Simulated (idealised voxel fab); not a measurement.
A process module follows: voxel wiring stack.
Displayed cross-section: cut, width of 195 nm, square cells sized 5 nm.
Bands, listed from the top down, are how a cross-section gets written in this document; the cross-section itself is a grid of square cells, and a band is one or more rows of them.
Band: top height; bottom height; in nm. Then, left to right: material with width in nm, for each material. "throughout": a single material spanning edge to edge. "blank": empty space.
We count height from 0. Below that, the starting wafer is all one material. The lowest band never ends at the bottom but goes on down; see "from 0 down" for how that is written.
Graded width ("30..40"): value in top row of band = first number; value in bottom row = second number; row-to-row change constant.
Basically "nothing changed" means that step didn't change any cell in the cross-section.
In "Cavities, closed" the enclosed voids are listed, meaning empty spaces of 8 cells or larger without any opening to the top. The form is width x height at distance, distance from the left edge, units nm.
Past the settings on a step's line: simulator remark, on that step.
overlay nm: mask right of planned place by this much (step with mask). Neg. = left.
Reading guide: pairs of cross-sections, before and after one process step; after view cut off at lowest changed band; step and settings listed under each pair. Pairs may stem from different runs of this module on the same starting wafer; continuity with the pair above only where the "Pre-processing view" entry states it.
### Pre-processing view
from 0 down: Si throughout
Cavities, closed: none
### Resulting Cross-Section
from 15 to 0: SiO2 throughout
Under the height 0 nothing was changed.
Cavities, closed: none
The cross-sections above show the structure before and after this step: CONFORMAL_DEP [material SiO2] [thk nm 15]
Pre-processing view: no separate figure, the pair right above already shows it after its step.
### Resulting Cross-Section
from 20 to 15: SiN throughout
Under the height 15 nothing was changed.
Cavities, closed: none
The cross-sections above show the structure before and after this step: CONFORMAL_DEP [material SiN] [thk nm 5]
Pre-processing view: no separate figure, the pair right above already shows it after its step.
### Resulting Cross-Section
from 45 to 20: SiO2 throughout
Under the height 20 nothing was changed.
Cavities, closed: none
The cross-sections above show the structure before and after this step: DIRECTIONAL_DEP [material SiO2] [thk nm 25]
Pre-processing view: no separate figure, the pair right above already shows it after its step.
### Resulting Cross-Section
from 55 to 45: aC throughout
Under the height 45 nothing was changed.
Cavities, closed: none
The cross-sections above show the structure before and after this step: DIRECTIONAL_DEP [material aC] [thk nm 10]
Pre-processing view: no separate figure, the pair right above already shows it after its step.
### Resulting Cross-Section
from 80 to 55: 40 resist / 25 blank / 20 resist / 25 blank / 20 resist / 25 blank / 40 resist
Under the height 55 nothing was changed.
Cavities, closed: none
The cross-sections above show the structure before and after this step: PATTERN [tone open] [mask id METAL_1] [material resist] [width nm 25] [pitch nm 45] [thk nm 25] [overlay nm 0]
Pre-processing view: no separate figure, the pair right above already shows it after its step.
### Resulting Cross-Section
from 70 to 55: 40 resist / 25 blank / 20 resist / 25 blank / 20 resist / 25 blank / 40 resist
from 55 to 45: 40 aC / 25 blank / 20 aC / 25 blank / 20 aC / 25 blank / 40 aC
Under the height 45 nothing was changed.
Cavities, closed: none
The cross-sections above show the structure before and after this step: DIRECTIONAL_ETCH [etch materials aC] [depth nm 10]
Pre-processing view: no separate figure, the pair right above already shows it after its step.
### Resulting Cross-Section
from 55 to 45: 40 aC / 25 blank / 20 aC / 25 blank / 20 aC / 25 blank / 40 aC
Under the height 45 nothing was changed.
Cavities, closed: none
The cross-sections above show the structure before and after this step: STRIP [etch materials resist]
Pre-processing view: no separate figure, the pair right above already shows it after its step.
### Resulting Cross-Section
from 55 to 45: 40 aC / 25 blank / 20 aC / 25 blank / 20 aC / 25 blank / 40 aC
from 45 to 20: 40 SiO2 / 25 blank / 20 SiO2 / 25 blank / 20 SiO2 / 25 blank / 40 SiO2
Under the height 20 nothing was changed.
Cavities, closed: none
The cross-sections above show the structure before and after this step: DIRECTIONAL_ETCH [etch materials SiO2] [depth nm 25]
Pre-processing view: no separate figure, the pair right above already shows it after its step.
### Resulting Cross-Section
from 55 to 45: 40 aC / 25 blank / 20 aC / 25 blank / 20 aC / 25 blank / 40 aC
from 45 to 20: 40 SiO2 / 25 blank / 20 SiO2 / 25 blank / 20 SiO2 / 25 blank / 40 SiO2
from 20 to 15: 40 SiN / 25 blank / 20 SiN / 25 blank / 20 SiN / 25 blank / 40 SiN
Under the height 15 nothing was changed.
Cavities, closed: none
The cross-sections above show the structure before and after this step: DIRECTIONAL_ETCH [etch materials SiN] [depth nm 5]
Pre-processing view: no separate figure, the pair right above already shows it after its step.
### Resulting Cross-Section
from 45 to 20: 40 SiO2 / 25 blank / 20 SiO2 / 25 blank / 20 SiO2 / 25 blank / 40 SiO2
Under the height 20 nothing was changed.
Cavities, closed: none
The cross-sections above show the structure before and after this step: STRIP [etch materials aC]
Pre-processing view: no separate figure, the pair right above already shows it after its step.
### Resulting Cross-Section
from 50 to 45: 45 TiN / 15 blank / 30 TiN / 15 blank / 30 TiN / 15 blank / 45 TiN
from 45 to 20: 40 SiO2 / 5 TiN / 15 blank / 5 TiN / 20 SiO2 / 5 TiN / 15 blank / 5 TiN / 20 SiO2 / 5 TiN / 15 blank / 5 TiN / 40 SiO2
from 20 to 15: 40 SiN / 25 TiN / 20 SiN / 25 TiN / 20 SiN / 25 TiN / 40 SiN
Under the height 15 nothing was changed.
Cavities, closed: none
The cross-sections above show the structure before and after this step: CONFORMAL_DEP [material TiN] [thk nm 5]
Pre-processing view: no separate figure, the pair right above already shows it after its step.
### Resulting Cross-Section
from 55 to 50: Ru throughout
from 50 to 45: 45 TiN / 15 Ru / 30 TiN / 15 Ru / 30 TiN / 15 Ru / 45 TiN
from 45 to 20: 40 SiO2 / 5 TiN / 15 Ru / 5 TiN / 20 SiO2 / 5 TiN / 15 Ru / 5 TiN / 20 SiO2 / 5 TiN / 15 Ru / 5 TiN / 40 SiO2
Under the height 20 nothing was changed.
Cavities, closed: none
The cross-sections above show the structure before and after this step: FILL_DEP [material Ru] [thk nm 5]
Pre-processing view: no separate figure, the pair right above already shows it after its step.
### Resulting Cross-Section
from 45 to 20: 40 SiO2 / 5 TiN / 15 Ru / 5 TiN / 20 SiO2 / 5 TiN / 15 Ru / 5 TiN / 20 SiO2 / 5 TiN / 15 Ru / 5 TiN / 40 SiO2
Under the height 20 nothing was changed.
Cavities, closed: none
The cross-sections above show the structure before and after this step: CMP [height nm 45]
Pre-processing view: no separate figure, the pair right above already shows it after its step.
### Resulting Cross-Section
from 50 to 45: 35 blank / 35 Ru / 10 blank / 35 Ru / 10 blank / 35 Ru / 35 blank
Under the height 45 nothing was changed.
Cavities, closed: none
The cross-sections above show the structure before and after this step: EPI [material Ru] [thk nm 5]
Pre-processing view: no separate figure, the pair right above already shows it after its step.
### Resulting Cross-Section
from 55 to 50: SiCN throughout
from 50 to 45: 35 SiCN / 35 Ru / 10 SiCN / 35 Ru / 10 SiCN / 35 Ru / 35 SiCN
Under the height 45 nothing was changed.
Cavities, closed: none
The cross-sections above show the structure before and after this step: FILL_DEP [material SiCN] [thk nm 5]
Pre-processing view: no separate figure, the pair right above already shows it after its step.
### Resulting Cross-Section
from 85 to 55: SiO2 throughout
Under the height 55 nothing was changed.
Cavities, closed: none
The cross-sections above show the structure before and after this step: DIRECTIONAL_DEP [material SiO2] [thk nm 30]
Pre-processing view: no separate figure, the pair right above already shows it after its step.
### Resulting Cross-Section
from 100 to 85: aC throughout
Under the height 85 nothing was changed.
Cavities, closed: none
The cross-sections above show the structure before and after this step: DIRECTIONAL_DEP [material aC] [thk nm 15]
Pre-processing view: no separate figure, the pair right above already shows it after its step.
### Resulting Cross-Section
from 130 to 100: 40 resist / 25 blank / 20 resist / 25 blank / 20 resist / 25 blank / 40 resist
Under the height 100 nothing was changed.
Cavities, closed: none
The cross-sections above show the structure before and after this step: PATTERN [tone open] [mask id METAL_2] [material resist] [width nm 25] [pitch nm 45] [thk nm 30] [overlay nm 0]
Pre-processing view: no separate figure, the pair right above already shows it after its step.
### Resulting Cross-Section
from 115 to 100: 40 resist / 25 blank / 20 resist / 25 blank / 20 resist / 25 blank / 40 resist
from 100 to 85: 40 aC / 25 blank / 20 aC / 25 blank / 20 aC / 25 blank / 40 aC
Under the height 85 nothing was changed.
Cavities, closed: none
The cross-sections above show the structure before and after this step: DIRECTIONAL_ETCH [etch materials aC] [depth nm 15]
Pre-processing view: no separate figure, the pair right above already shows it after its step.
### Resulting Cross-Section
from 100 to 85: 40 aC / 25 blank / 20 aC / 25 blank / 20 aC / 25 blank / 40 aC
Under the height 85 nothing was changed.
Cavities, closed: none
The cross-sections above show the structure before and after this step: STRIP [etch materials resist]
Pre-processing view: no separate figure, the pair right above already shows it after its step.
### Resulting Cross-Section
from 100 to 85: 40 aC / 25 blank / 20 aC / 25 blank / 20 aC / 25 blank / 40 aC
from 85 to 70: 40 SiO2 / 25 blank / 20 SiO2 / 25 blank / 20 SiO2 / 25 blank / 40 SiO2
Under the height 70 nothing was changed.
Cavities, closed: none
The cross-sections above show the structure before and after this step: DIRECTIONAL_ETCH [etch materials SiO2] [depth nm 15]
Pre-processing view: no separate figure, the pair right above already shows it after its step.
### Resulting Cross-Section
from 85 to 70: 40 SiO2 / 25 blank / 20 SiO2 / 25 blank / 20 SiO2 / 25 blank / 40 SiO2
Under the height 70 nothing was changed.
Cavities, closed: none
The cross-sections above show the structure before and after this step: STRIP [etch materials aC]
Pre-processing view: no separate figure, the pair right above already shows it after its step.
### Resulting Cross-Section
from 95 to 85: 40 aC / 25 blank / 20 aC / 25 blank / 20 aC / 25 blank / 40 aC
from 85 to 80: 40 SiO2 / 25 blank / 20 SiO2 / 25 blank / 20 SiO2 / 25 blank / 40 SiO2
from 80 to 70: 40 SiO2 / 25 aC / 20 SiO2 / 25 aC / 20 SiO2 / 25 aC / 40 SiO2
Under the height 70 nothing was changed.
Cavities, closed: none
The cross-sections above show the structure before and after this step: DIRECTIONAL_DEP [material aC] [thk nm 10]
Pre-processing view: no separate figure, the pair right above already shows it after its step.
### Resulting Cross-Section
from 125 to 95: 40 resist / 15 blank / 75 resist / 15 blank / 50 resist
from 95 to 85: 40 aC / 15 blank / 10 resist / 20 aC / 25 resist / 20 aC / 15 blank / 10 resist / 40 aC
from 85 to 80: 40 SiO2 / 15 blank / 10 resist / 20 SiO2 / 25 resist / 20 SiO2 / 15 blank / 10 resist / 40 SiO2
Under the height 80 nothing was changed.
Cavities, closed: none
The cross-sections above show the structure before and after this step: PATTERN [tone open] [mask id METAL_2_HOLES] [material resist] [width nm 15] [pitch nm 90] [thk nm 30] [overlay nm 0]
Pre-processing view: no separate figure, the pair right above already shows it after its step.
### Resulting Cross-Section
from 115 to 95: 40 resist / 15 blank / 75 resist / 15 blank / 50 resist
from 95 to 85: 40 aC / 15 blank / 10 resist / 20 aC / 25 resist / 20 aC / 15 blank / 10 resist / 40 aC
from 85 to 80: 40 SiO2 / 15 blank / 10 resist / 20 SiO2 / 25 resist / 20 SiO2 / 15 blank / 10 resist / 40 SiO2
from 80 to 70: 40 SiO2 / 15 blank / 10 aC / 20 SiO2 / 25 aC / 20 SiO2 / 15 blank / 10 aC / 40 SiO2
Under the height 70 nothing was changed.
Cavities, closed: none
The cross-sections above show the structure before and after this step: DIRECTIONAL_ETCH [etch materials aC] [depth nm 10]
Pre-processing view: no separate figure, the pair right above already shows it after its step.
### Resulting Cross-Section
from 95 to 85: 40 aC / 25 blank / 20 aC / 25 blank / 20 aC / 25 blank / 40 aC
from 85 to 80: 40 SiO2 / 25 blank / 20 SiO2 / 25 blank / 20 SiO2 / 25 blank / 40 SiO2
Under the height 80 nothing was changed.
Cavities, closed: none
The cross-sections above show the structure before and after this step: STRIP [etch materials resist]
Pre-processing view: no separate figure, the pair right above already shows it after its step.
### Resulting Cross-Section
from 95 to 85: 40 aC / 25 blank / 20 aC / 25 blank / 20 aC / 25 blank / 40 aC
from 85 to 80: 40 SiO2 / 25 blank / 20 SiO2 / 25 blank / 20 SiO2 / 25 blank / 40 SiO2
from 80 to 70: 40 SiO2 / 15 blank / 10 aC / 20 SiO2 / 25 aC / 20 SiO2 / 15 blank / 10 aC / 40 SiO2
from 70 to 55: 40 SiO2 / 15 blank / 75 SiO2 / 15 blank / 50 SiO2
Under the height 55 nothing was changed.
Cavities, closed: none
The cross-sections above show the structure before and after this step: DIRECTIONAL_ETCH [etch materials SiO2] [depth nm 15]
Pre-processing view: no separate figure, the pair right above already shows it after its step.
### Resulting Cross-Section
from 95 to 85: 40 aC / 25 blank / 20 aC / 25 blank / 20 aC / 25 blank / 40 aC
from 85 to 80: 40 SiO2 / 25 blank / 20 SiO2 / 25 blank / 20 SiO2 / 25 blank / 40 SiO2
from 80 to 70: 40 SiO2 / 15 blank / 10 aC / 20 SiO2 / 25 aC / 20 SiO2 / 15 blank / 10 aC / 40 SiO2
from 70 to 55: 40 SiO2 / 15 blank / 75 SiO2 / 15 blank / 50 SiO2
from 55 to 50: 40 SiCN / 15 blank / 75 SiCN / 15 blank / 50 SiCN
Under the height 50 nothing was changed.
Cavities, closed: none
The cross-sections above show the structure before and after this step: DIRECTIONAL_ETCH [etch materials SiCN] [depth nm 5]
Pre-processing view: no separate figure, the pair right above already shows it after its step.
### Resulting Cross-Section
from 85 to 70: 40 SiO2 / 25 blank / 20 SiO2 / 25 blank / 20 SiO2 / 25 blank / 40 SiO2
Under the height 70 nothing was changed.
Cavities, closed: none
The cross-sections above show the structure before and after this step: STRIP [etch materials aC]
Pre-processing view: no separate figure, the pair right above already shows it after its step.
### Resulting Cross-Section
from 90 to 85: 45 TiN / 15 blank / 30 TiN / 15 blank / 30 TiN / 15 blank / 45 TiN
from 85 to 75: 40 SiO2 / 5 TiN / 15 blank / 5 TiN / 20 SiO2 / 5 TiN / 15 blank / 5 TiN / 20 SiO2 / 5 TiN / 15 blank / 5 TiN / 40 SiO2
from 75 to 70: 40 SiO2 / 5 TiN / 5 blank / 15 TiN / 20 SiO2 / 25 TiN / 20 SiO2 / 5 TiN / 5 blank / 15 TiN / 40 SiO2
from 70 to 55: 40 SiO2 / 5 TiN / 5 blank / 5 TiN / 75 SiO2 / 5 TiN / 5 blank / 5 TiN / 50 SiO2
from 55 to 50: 40 SiCN / 15 TiN / 75 SiCN / 15 TiN / 50 SiCN
Under the height 50 nothing was changed.
Cavities, closed: none
The cross-sections above show the structure before and after this step: CONFORMAL_DEP [material TiN] [thk nm 5]
Pre-processing view: no separate figure, the pair right above already shows it after its step.
### Resulting Cross-Section
from 95 to 90: Cu throughout
from 90 to 85: 45 TiN / 15 Cu / 30 TiN / 15 Cu / 30 TiN / 15 Cu / 45 TiN
from 85 to 75: 40 SiO2 / 5 TiN / 15 Cu / 5 TiN / 20 SiO2 / 5 TiN / 15 Cu / 5 TiN / 20 SiO2 / 5 TiN / 15 Cu / 5 TiN / 40 SiO2
from 75 to 70: 40 SiO2 / 5 TiN / 5 Cu / 15 TiN / 20 SiO2 / 25 TiN / 20 SiO2 / 5 TiN / 5 Cu / 15 TiN / 40 SiO2
from 70 to 55: 40 SiO2 / 5 TiN / 5 Cu / 5 TiN / 75 SiO2 / 5 TiN / 5 Cu / 5 TiN / 50 SiO2
Under the height 55 nothing was changed.
Cavities, closed: none
The cross-sections above show the structure before and after this step: FILL_DEP [material Cu] [thk nm 5]
Pre-processing view: no separate figure, the pair right above already shows it after its step.
### Resulting Cross-Section
from 85 to 75: 40 SiO2 / 5 TiN / 15 Cu / 5 TiN / 20 SiO2 / 5 TiN / 15 Cu / 5 TiN / 20 SiO2 / 5 TiN / 15 Cu / 5 TiN / 40 SiO2
Under the height 75 nothing was changed.
Cavities, closed: none
The cross-sections above show the structure before and after this step: CMP [height nm 85]
Pre-processing view: no separate figure, the pair right above already shows it after its step.
### Resulting Cross-Section
from 90 to 85: SiCN throughout
Under the height 85 nothing was changed.
Cavities, closed: none
The cross-sections above show the structure before and after this step: CONFORMAL_DEP [material SiCN] [thk nm 5]
Pre-processing view: no separate figure, the pair right above already shows it after its step.
### Resulting Cross-Section
from 100 to 90: lowk throughout
Under the height 90 nothing was changed.
Cavities, closed: none
The cross-sections above show the structure before and after this step: DIRECTIONAL_DEP [material lowk] [thk nm 10]
Pre-processing view: no separate figure, the pair right above already shows it after its step.
### Resulting Cross-Section
from 115 to 100: aC throughout
Under the height 100 nothing was changed.
Cavities, closed: none
The cross-sections above show the structure before and after this step: DIRECTIONAL_DEP [material aC] [thk nm 15]
Pre-processing view: no separate figure, the pair right above already shows it after its step.
### Resulting Cross-Section
from 145 to 115: 40 resist / 15 blank / 30 resist / 15 blank / 30 resist / 15 blank / 50 resist
Under the height 115 nothing was changed.
Cavities, closed: none
The cross-sections above show the structure before and after this step: PATTERN [tone open] [mask id PLUG_2] [material resist] [width nm 15] [pitch nm 45] [thk nm 30] [overlay nm 0]
Pre-processing view: no separate figure, the pair right above already shows it after its step.
### Resulting Cross-Section
from 130 to 115: 40 resist / 15 blank / 30 resist / 15 blank / 30 resist / 15 blank / 50 resist
from 115 to 100: 40 aC / 15 blank / 30 aC / 15 blank / 30 aC / 15 blank / 50 aC
Under the height 100 nothing was changed.
Cavities, closed: none
The cross-sections above show the structure before and after this step: DIRECTIONAL_ETCH [etch materials aC] [depth nm 15]
Pre-processing view: no separate figure, the pair right above already shows it after its step.
### Resulting Cross-Section
from 115 to 100: 40 aC / 15 blank / 30 aC / 15 blank / 30 aC / 15 blank / 50 aC
Under the height 100 nothing was changed.
Cavities, closed: none
The cross-sections above show the structure before and after this step: STRIP [etch materials resist]
Pre-processing view: no separate figure, the pair right above already shows it after its step.
### Resulting Cross-Section
from 115 to 100: 40 aC / 15 blank / 30 aC / 15 blank / 30 aC / 15 blank / 50 aC
from 100 to 90: 40 lowk / 15 blank / 30 lowk / 15 blank / 30 lowk / 15 blank / 50 lowk
Under the height 90 nothing was changed.
Cavities, closed: none
The cross-sections above show the structure before and after this step: DIRECTIONAL_ETCH [etch materials lowk] [depth nm 10]
Pre-processing view: no separate figure, the pair right above already shows it after its step.
### Resulting Cross-Section
from 115 to 100: 40 aC / 15 blank / 30 aC / 15 blank / 30 aC / 15 blank / 50 aC
from 100 to 90: 40 lowk / 15 blank / 30 lowk / 15 blank / 30 lowk / 15 blank / 50 lowk
from 90 to 85: 40 SiCN / 15 blank / 30 SiCN / 15 blank / 30 SiCN / 15 blank / 50 SiCN
Under the height 85 nothing was changed.
Cavities, closed: none
The cross-sections above show the structure before and after this step: DIRECTIONAL_ETCH [etch materials SiCN] [depth nm 5]
Pre-processing view: no separate figure, the pair right above already shows it after its step.
### Resulting Cross-Section
from 100 to 90: 40 lowk / 15 blank / 30 lowk / 15 blank / 30 lowk / 15 blank / 50 lowk
Under the height 90 nothing was changed.
Cavities, closed: none
The cross-sections above show the structure before and after this step: STRIP [etch materials aC]
Pre-processing view: no separate figure, the pair right above already shows it after its step.
### Resulting Cross-Section
from 105 to 100: 45 TiN / 5 blank / 40 TiN / 5 blank / 40 TiN / 5 blank / 55 TiN
from 100 to 90: 40 lowk / 5 TiN / 5 blank / 5 TiN / 30 lowk / 5 TiN / 5 blank / 5 TiN / 30 lowk / 5 TiN / 5 blank / 5 TiN / 50 lowk
from 90 to 85: 40 SiCN / 15 TiN / 30 SiCN / 15 TiN / 30 SiCN / 15 TiN / 50 SiCN
Under the height 85 nothing was changed.
Cavities, closed: none
The cross-sections above show the structure before and after this step: CONFORMAL_DEP [material TiN] [thk nm 5]
Pre-processing view: no separate figure, the pair right above already shows it after its step.
### Resulting Cross-Section
from 115 to 105: Ru throughout
from 105 to 100: 45 TiN / 5 Ru / 40 TiN / 5 Ru / 40 TiN / 5 Ru / 55 TiN
from 100 to 90: 40 lowk / 5 TiN / 5 Ru / 5 TiN / 30 lowk / 5 TiN / 5 Ru / 5 TiN / 30 lowk / 5 TiN / 5 Ru / 5 TiN / 50 lowk
Under the height 90 nothing was changed.
Cavities, closed: none
The cross-sections above show the structure before and after this step: FILL_DEP [material Ru] [thk nm 10]
Pre-processing view: no separate figure, the pair right above already shows it after its step.
### Resulting Cross-Section
from 100 to 90: 40 lowk / 5 TiN / 5 Ru / 5 TiN / 30 lowk / 5 TiN / 5 Ru / 5 TiN / 30 lowk / 5 TiN / 5 Ru / 5 TiN / 50 lowk
Under the height 90 nothing was changed.
Cavities, closed: none
The cross-sections above show the structure before and after this step: CMP [height nm 100]
Pre-processing view: no separate figure, the pair right above already shows it after its step.
### Resulting Cross-Section
from 105 to 100: TiN throughout
Under the height 100 nothing was changed.
Cavities, closed: none
The cross-sections above show the structure before and after this step: DIRECTIONAL_DEP [material TiN] [thk nm 5]
Pre-processing view: no separate figure, the pair right above already shows it after its step.
### Resulting Cross-Section
from 120 to 105: W throughout
Under the height 105 nothing was changed.
Cavities, closed: none
The cross-sections above show the structure before and after this step: DIRECTIONAL_DEP [material W] [thk nm 15]
Pre-processing view: no separate figure, the pair right above already shows it after its step.
### Resulting Cross-Section
from 120 to 105: 40 blank / 25 W / 20 blank / 25 W / 20 blank / 25 W / 40 blank
Under the height 105 nothing was changed.
Cavities, closed: none
The cross-sections above show the structure before and after this step: MASKED_ETCH [tone cover] [mask id METAL_3] [width nm 25] [pitch nm 45] [etch materials W] [depth nm 15] [overlay nm 0]
Pre-processing view: no separate figure, the pair right above already shows it after its step.
### Resulting Cross-Section
from 120 to 105: 40 blank / 25 W / 20 blank / 25 W / 20 blank / 25 W / 40 blank
from 105 to 100: 40 blank / 25 TiN / 20 blank / 25 TiN / 20 blank / 25 TiN / 40 blank
Under the height 100 nothing was changed.
Cavities, closed: none
The cross-sections above show the structure before and after this step: MASKED_ETCH [tone cover] [mask id METAL_3] [width nm 25] [pitch nm 45] [etch materials TiN] [depth nm 5] [overlay nm 0]
Pre-processing view: no separate figure, the pair right above already shows it after its step.
### Resulting Cross-Section
from 125 to 120: 35 blank / 35 SiN / 10 blank / 35 SiN / 10 blank / 35 SiN / 35 blank
from 120 to 105: 35 blank / 5 SiN / 25 W / 5 SiN / 10 blank / 5 SiN / 25 W / 5 SiN / 10 blank / 5 SiN / 25 W / 5 SiN / 35 blank
from 105 to 100: 40 SiN / 25 TiN / 20 SiN / 25 TiN / 20 SiN / 25 TiN / 40 SiN
Under the height 100 nothing was changed.
Cavities, closed: none
The cross-sections above show the structure before and after this step: CONFORMAL_DEP [material SiN] [thk nm 5]
Pre-processing view: no separate figure, the pair right above already shows it after its step.
### Resulting Cross-Section
from 130 to 125: lowk throughout
from 125 to 120: 35 lowk / 35 SiN / 10 lowk / 35 SiN / 10 lowk / 35 SiN / 35 lowk
from 120 to 105: 35 lowk / 5 SiN / 25 W / 5 SiN / 10 lowk / 5 SiN / 25 W / 5 SiN / 10 lowk / 5 SiN / 25 W / 5 SiN / 35 lowk
Under the height 105 nothing was changed.
Cavities, closed: none
The cross-sections above show the structure before and after this step: FILL_DEP [material lowk] [thk nm 5]
Pre-processing view: no separate figure, the pair right above already shows it after its step.
### Resulting Cross-Section
from 120 to 105: 35 lowk / 5 SiN / 25 W / 5 SiN / 10 lowk / 5 SiN / 25 W / 5 SiN / 10 lowk / 5 SiN / 25 W / 5 SiN / 35 lowk
Under the height 105 nothing was changed.
Cavities, closed: none
The cross-sections above show the structure before and after this step: CMP [height nm 120]
Pre-processing view: no separate figure, the pair right above already shows it after its step.
### Resulting Cross-Section
from 125 to 120: SiN throughout
Under the height 120 nothing was changed.
Cavities, closed: none
The cross-sections above show the structure before and after this step: CONFORMAL_DEP [material SiN] [thk nm 5]
### Pre-processing view
from 115 to 105: Ru throughout
from 105 to 100: 45 TiN / 5 Ru / 40 TiN / 5 Ru / 40 TiN / 5 Ru / 55 TiN
from 100 to 90: 40 lowk / 5 TiN / 5 Ru / 5 TiN / 30 lowk / 5 TiN / 5 Ru / 5 TiN / 30 lowk / 5 TiN / 5 Ru / 5 TiN / 50 lowk
from 90 to 85: 40 SiCN / 15 TiN / 30 SiCN / 15 TiN / 30 SiCN / 15 TiN / 50 SiCN
from 85 to 75: 40 SiO2 / 5 TiN / 15 Cu / 5 TiN / 20 SiO2 / 5 TiN / 15 Cu / 5 TiN / 20 SiO2 / 5 TiN / 15 Cu / 5 TiN / 40 SiO2
from 75 to 70: 40 SiO2 / 5 TiN / 5 Cu / 15 TiN / 20 SiO2 / 25 TiN / 20 SiO2 / 5 TiN / 5 Cu / 15 TiN / 40 SiO2
from 70 to 55: 40 SiO2 / 5 TiN / 5 Cu / 5 TiN / 75 SiO2 / 5 TiN / 5 Cu / 5 TiN / 50 SiO2
from 55 to 50: 40 SiCN / 15 TiN / 75 SiCN / 15 TiN / 50 SiCN
from 50 to 45: 35 SiCN / 35 Ru / 10 SiCN / 35 Ru / 10 SiCN / 35 Ru / 35 SiCN
from 45 to 20: 40 SiO2 / 5 TiN / 15 Ru / 5 TiN / 20 SiO2 / 5 TiN / 15 Ru / 5 TiN / 20 SiO2 / 5 TiN / 15 Ru / 5 TiN / 40 SiO2
from 20 to 15: 40 SiN / 25 TiN / 20 SiN / 25 TiN / 20 SiN / 25 TiN / 40 SiN
from 15 to 0: SiO2 throughout
from 0 down: Si throughout
Cavities, closed: none
### Resulting Cross-Section
from 120 to 115: TiN throughout
Under the height 115 nothing was changed.
Cavities, closed: none
The cross-sections above show the structure before and after this step: DIRECTIONAL_DEP [material TiN] [thk nm 5]
Pre-processing view: no separate figure, the pair right above already shows it after its step.
### Resulting Cross-Section
from 135 to 120: W throughout
Under the height 120 nothing was changed.
Cavities, closed: none
The cross-sections above show the structure before and after this step: DIRECTIONAL_DEP [material W] [thk nm 15]
Pre-processing view: no separate figure, the pair right above already shows it after its step.
### Resulting Cross-Section
from 135 to 120: 40 blank / 25 W / 20 blank / 25 W / 20 blank / 25 W / 40 blank
Under the height 120 nothing was changed.
Cavities, closed: none
The cross-sections above show the structure before and after this step: MASKED_ETCH [tone cover] [mask id METAL_3] [width nm 25] [pitch nm 45] [etch materials W] [depth nm 15] [overlay nm 0]
Pre-processing view: no separate figure, the pair right above already shows it after its step.
### Resulting Cross-Section
from 135 to 120: 40 blank / 25 W / 20 blank / 25 W / 20 blank / 25 W / 40 blank
from 120 to 115: 40 blank / 25 TiN / 20 blank / 25 TiN / 20 blank / 25 TiN / 40 blank
Under the height 115 nothing was changed.
Cavities, closed: none
The cross-sections above show the structure before and after this step: MASKED_ETCH [tone cover] [mask id METAL_3] [width nm 25] [pitch nm 45] [etch materials TiN] [depth nm 5] [overlay nm 0]
Pre-processing view: no separate figure, the pair right above already shows it after its step.
### Resulting Cross-Section
from 140 to 135: 35 blank / 35 SiN / 10 blank / 35 SiN / 10 blank / 35 SiN / 35 blank
from 135 to 120: 35 blank / 5 SiN / 25 W / 5 SiN / 10 blank / 5 SiN / 25 W / 5 SiN / 10 blank / 5 SiN / 25 W / 5 SiN / 35 blank
from 120 to 115: 40 SiN / 25 TiN / 20 SiN / 25 TiN / 20 SiN / 25 TiN / 40 SiN
Under the height 115 nothing was changed.
Cavities, closed: none
The cross-sections above show the structure before and after this step: CONFORMAL_DEP [material SiN] [thk nm 5]
Pre-processing view: no separate figure, the pair right above already shows it after its step.
### Resulting Cross-Section
from 145 to 140: lowk throughout
from 140 to 135: 35 lowk / 35 SiN / 10 lowk / 35 SiN / 10 lowk / 35 SiN / 35 lowk
from 135 to 120: 35 lowk / 5 SiN / 25 W / 5 SiN / 10 lowk / 5 SiN / 25 W / 5 SiN / 10 lowk / 5 SiN / 25 W / 5 SiN / 35 lowk
Under the height 120 nothing was changed.
Cavities, closed: none
The cross-sections above show the structure before and after this step: FILL_DEP [material lowk] [thk nm 5]
Pre-processing view: no separate figure, the pair right above already shows it after its step.
### Resulting Cross-Section
from 120 to 115: 40 SiN / 25 TiN / 20 SiN / 25 TiN / 20 SiN / 25 TiN / 40 SiN
Under the height 115 nothing was changed.
Cavities, closed: none
The cross-sections above show the structure before and after this step: CMP [height nm 120]
Pre-processing view: no separate figure, the pair right above already shows it after its step.
### Resulting Cross-Section
from 125 to 120: SiN throughout
Under the height 120 nothing was changed.
Cavities, closed: none
The cross-sections above show the structure before and after this step: CONFORMAL_DEP [material SiN] [thk nm 5]
### Pre-processing view
from 15 to 0: SiO2 throughout
from 0 down: Si throughout
Cavities, closed: none
### Resulting Cross-Section
from 30 to 0: SiO2 throughout
Under the height 0 nothing was changed.
Cavities, closed: none
The cross-sections above show the structure before and after this step: CONFORMAL_DEP [material SiO2] [thk nm 15]
Pre-processing view: no separate figure, the pair right above already shows it after its step.
### Resulting Cross-Section
from 35 to 30: SiN throughout
Under the height 30 nothing was changed.
Cavities, closed: none
The cross-sections above show the structure before and after this step: CONFORMAL_DEP [material SiN] [thk nm 5]
Pre-processing view: no separate figure, the pair right above already shows it after its step.
### Resulting Cross-Section
from 60 to 35: SiO2 throughout
Under the height 35 nothing was changed.
Cavities, closed: none
The cross-sections above show the structure before and after this step: DIRECTIONAL_DEP [material SiO2] [thk nm 25]
Pre-processing view: no separate figure, the pair right above already shows it after its step.
### Resulting Cross-Section
from 70 to 60: aC throughout
Under the height 60 nothing was changed.
Cavities, closed: none
The cross-sections above show the structure before and after this step: DIRECTIONAL_DEP [material aC] [thk nm 10]
Pre-processing view: no separate figure, the pair right above already shows it after its step.
### Resulting Cross-Section
from 95 to 70: 40 resist / 25 blank / 20 resist / 25 blank / 20 resist / 25 blank / 40 resist
Under the height 70 nothing was changed.
Cavities, closed: none
The cross-sections above show the structure before and after this step: PATTERN [tone open] [mask id METAL_1] [material resist] [width nm 25] [pitch nm 45] [thk nm 25] [overlay nm 0]
Pre-processing view: no separate figure, the pair right above already shows it after its step.
### Resulting Cross-Section
from 85 to 70: 40 resist / 25 blank / 20 resist / 25 blank / 20 resist / 25 blank / 40 resist
from 70 to 60: 40 aC / 25 blank / 20 aC / 25 blank / 20 aC / 25 blank / 40 aC
Under the height 60 nothing was changed.
Cavities, closed: none
The cross-sections above show the structure before and after this step: DIRECTIONAL_ETCH [etch materials aC] [depth nm 10]
Pre-processing view: no separate figure, the pair right above already shows it after its step.
### Resulting Cross-Section
from 70 to 60: 40 aC / 25 blank / 20 aC / 25 blank / 20 aC / 25 blank / 40 aC
Under the height 60 nothing was changed.
Cavities, closed: none
The cross-sections above show the structure before and after this step: STRIP [etch materials resist]
Pre-processing view: no separate figure, the pair right above already shows it after its step.
### Resulting Cross-Section
from 70 to 60: 40 aC / 25 blank / 20 aC / 25 blank / 20 aC / 25 blank / 40 aC
from 60 to 35: 40 SiO2 / 25 blank / 20 SiO2 / 25 blank / 20 SiO2 / 25 blank / 40 SiO2
Under the height 35 nothing was changed.
Cavities, closed: none
The cross-sections above show the structure before and after this step: DIRECTIONAL_ETCH [etch materials SiO2] [depth nm 25]
